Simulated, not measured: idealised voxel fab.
process module | voxel self aligned contacts
cross-section cut | 215 nm wide | cells 5 nm
A cross-section is a grid of square cells, given in bands from the top down. A band is one or more rows of cells.
Each band's line starts with the height of the band's top and of its bottom, in nm. Then come its materials from left to right, each with its width in nm. One material with "throughout" fills the band from edge to edge. "air" is empty space.
Height 0 is the level under which the wafer as received is all one material. The lowest band goes on downwards, as in "0 down".
A width such as "30 to 40" changes by the same amount from each row of cells to the next, from the band's top row to its bottom row.
"no change" after a step means that no cell of the cross-section changed.
closed voids: empty space of 8 cells or more with no open way to the top, each as width x height at its distance from the left edge, in nm
after a step's settings: what the simulator itself notes on the step
overlay nm, on a step with a mask: how far to the right of its planned place the mask lay; to the left if negative
plan
1 op RECEIVE | material Si
2 op OXIDIZE | depth nm 5
3 op DIRECTIONAL_DEP | material polySi | thk nm 30
4 op DIRECTIONAL_DEP | material SiN | thk nm 20
5 op DIRECTIONAL_DEP | material aC | thk nm 10
6 op PATTERN | tone cover | mask id GATE | material resist | width nm 25 | pitch nm 60 | thk nm 25 | overlay nm 0
7 op DIRECTIONAL_ETCH | etch materials aC | depth nm 10
8 op STRIP | etch materials resist
9 op DIRECTIONAL_ETCH | etch materials SiN | depth nm 20
10 op DIRECTIONAL_ETCH | etch materials polySi | depth nm 30
11 op STRIP | etch materials aC
12 op CONFORMAL_DEP | material SiN | thk nm 5
13 op DIRECTIONAL_ETCH | etch materials SiN | depth nm 5
14 op FILL_DEP | material SiO2 | thk nm 10
15 op CMP | height nm 55
16 op PATTERN | tone open | mask id CONTACT | material resist | width nm 45 | thk nm 15 | overlay nm 0
17 op DIRECTIONAL_ETCH | etch materials SiO2 | depth nm 60
18 op STRIP | etch materials resist
19 op CONFORMAL_DEP | material TiN | thk nm 5
20 op FILL_DEP | material Ru | thk nm 10
21 op CMP | height nm 55
22 op CONFORMAL_DEP | material SiN | thk nm 5
first wafer, as planned
as received, after step 1
  0 down: Si throughout
  closed voids: none
after step 2
  0 to -5: SiO2 throughout
  below -5: unchanged
after step 3
  30 to 0: polySi throughout
  below 0: unchanged
after step 4
  50 to 30: SiN throughout
  below 30: unchanged
after step 5
  60 to 50: aC throughout
  below 50: unchanged
after step 6
  85 to 60: air 65 | resist 25 | air 35 | resist 25 | air 65
  below 60: unchanged
after step 7
  75 to 60: air 65 | resist 25 | air 35 | resist 25 | air 65
  60 to 50: air 65 | aC 25 | air 35 | aC 25 | air 65
  below 50: unchanged
after step 8
  60 to 50: air 65 | aC 25 | air 35 | aC 25 | air 65
  below 50: unchanged
after step 9
  60 to 50: air 65 | aC 25 | air 35 | aC 25 | air 65
  50 to 30: air 65 | SiN 25 | air 35 | SiN 25 | air 65
  below 30: unchanged
after step 10
  60 to 50: air 65 | aC 25 | air 35 | aC 25 | air 65
  50 to 30: air 65 | SiN 25 | air 35 | SiN 25 | air 65
  30 to 0: air 65 | polySi 25 | air 35 | polySi 25 | air 65
  below 0: unchanged
after step 11
  50 to 30: air 65 | SiN 25 | air 35 | SiN 25 | air 65
  below 30: unchanged
after step 12
  55 to 30: air 60 | SiN 35 | air 25 | SiN 35 | air 60
  30 to 5: air 60 | SiN 5 | polySi 25 | SiN 5 | air 25 | SiN 5 | polySi 25 | SiN 5 | air 60
  5 to 0: SiN 65 | polySi 25 | SiN 35 | polySi 25 | SiN 65
  below 0: unchanged
after step 13
  50 to 30: air 60 | SiN 35 | air 25 | SiN 35 | air 60
  30 to 0: air 60 | SiN 5 | polySi 25 | SiN 5 | air 25 | SiN 5 | polySi 25 | SiN 5 | air 60
  below 0: unchanged
after step 14
  60 to 50: SiO2 throughout
  50 to 30: SiO2 60 | SiN 35 | SiO2 25 | SiN 35 | SiO2 60
  30 to 0: SiO2 60 | SiN 5 | polySi 25 | SiN 5 | SiO2 25 | SiN 5 | polySi 25 | SiN 5 | SiO2 60
  below 0: unchanged
after step 15
  55 to 50: SiO2 throughout
  below 50: unchanged
after step 16
  70 to 55: resist 85 | air 45 | resist 85
  below 55: unchanged
after step 17
  70 to 55: resist 85 | air 45 | resist 85
  55 to 50: SiO2 85 | air 45 | SiO2 85
  50 to 30: SiO2 60 | SiN 35 | air 25 | SiN 35 | SiO2 60
  30 to 0: SiO2 60 | SiN 5 | polySi 25 | SiN 5 | air 25 | SiN 5 | polySi 25 | SiN 5 | SiO2 60
  0 to -5: SiO2 95 | air 25 | SiO2 95
  below -5: unchanged
after step 18
  55 to 50: SiO2 85 | air 45 | SiO2 85
  below 50: unchanged
after step 19
  60 to 55: TiN 90 | air 35 | TiN 90
  55 to 50: SiO2 85 | TiN 15 | air 15 | TiN 15 | SiO2 85
  50 to 30: SiO2 60 | SiN 35 | TiN 5 | air 15 | TiN 5 | SiN 35 | SiO2 60
  30 to 0: SiO2 60 | SiN 5 | polySi 25 | SiN 5 | TiN 5 | air 15 | TiN 5 | SiN 5 | polySi 25 | SiN 5 | SiO2 60
  0 to -5: SiO2 95 | TiN 25 | SiO2 95
  below -5: unchanged
after step 20
  70 to 60: Ru throughout
  60 to 55: TiN 90 | Ru 35 | TiN 90
  55 to 50: SiO2 85 | TiN 15 | Ru 15 | TiN 15 | SiO2 85
  50 to 30: SiO2 60 | SiN 35 | TiN 5 | Ru 15 | TiN 5 | SiN 35 | SiO2 60
  30 to 0: SiO2 60 | SiN 5 | polySi 25 | SiN 5 | TiN 5 | Ru 15 | TiN 5 | SiN 5 | polySi 25 | SiN 5 | SiO2 60
  below 0: unchanged
after step 21
  55 to 50: SiO2 85 | TiN 15 | Ru 15 | TiN 15 | SiO2 85
  below 50: unchanged
after step 22
  60 to 55: SiN throughout
  below 55: unchanged
second wafer: like start, like plan, one mistake. Through step 11 it matches the first wafer
when step 12 should have ended: no change
when step 13 should have ended
  45 to 30: air 65 | SiN 25 | air 35 | SiN 25 | air 65
  below 30: unchanged
when step 14 should have ended
  55 to 45: SiO2 throughout
  45 to 30: SiO2 65 | SiN 25 | SiO2 35 | SiN 25 | SiO2 65
  30 to 0: SiO2 65 | polySi 25 | SiO2 35 | polySi 25 | SiO2 65
  below 0: unchanged
when step 15 should have ended: no change
when step 16 should have ended
  70 to 55: resist 85 | air 45 | resist 85
  below 55: unchanged
when step 17 should have ended
  70 to 55: resist 85 | air 45 | resist 85
  55 to 45: SiO2 85 | air 45 | SiO2 85
  45 to 30: SiO2 65 | SiN 25 | air 35 | SiN 25 | SiO2 65
  30 to 0: SiO2 65 | polySi 25 | air 35 | polySi 25 | SiO2 65
  0 to -5: SiO2 90 | air 35 | SiO2 90
  below -5: unchanged
when step 18 should have ended
  55 to 45: SiO2 85 | air 45 | SiO2 85
  below 45: unchanged
when step 19 should have ended
  60 to 55: TiN 90 | air 35 | TiN 90
  55 to 45: SiO2 85 | TiN 5 to 10 | air 35 to 25 | TiN 5 to 10 | SiO2 85
  45 to 30: SiO2 65 | SiN 25 | TiN 5 | air 25 | TiN 5 | SiN 25 | SiO2 65
  30 to 0: SiO2 65 | polySi 25 | TiN 5 | air 25 | TiN 5 | polySi 25 | SiO2 65
  0 to -5: SiO2 90 | TiN 35 | SiO2 90
  below -5: unchanged
when step 20 should have ended
  70 to 60: Ru throughout
  60 to 55: TiN 90 | Ru 35 | TiN 90
  55 to 45: SiO2 85 | TiN 5 to 10 | Ru 35 to 25 | TiN 5 to 10 | SiO2 85
  45 to 30: SiO2 65 | SiN 25 | TiN 5 | Ru 25 | TiN 5 | SiN 25 | SiO2 65
  30 to 0: SiO2 65 | polySi 25 | TiN 5 | Ru 25 | TiN 5 | polySi 25 | SiO2 65
  below 0: unchanged
when step 21 should have ended
  55 to 45: SiO2 85 | TiN 5 to 10 | Ru 35 to 25 | TiN 5 to 10 | SiO2 85
  below 45: unchanged
when step 22 should have ended
  60 to 55: SiN throughout
  below 55: unchanged
what went wrong: step 12 was left out
at the end the second wafer has, in cells: 24 more of Ru | 50 fewer of SiN | 26 more of SiO2
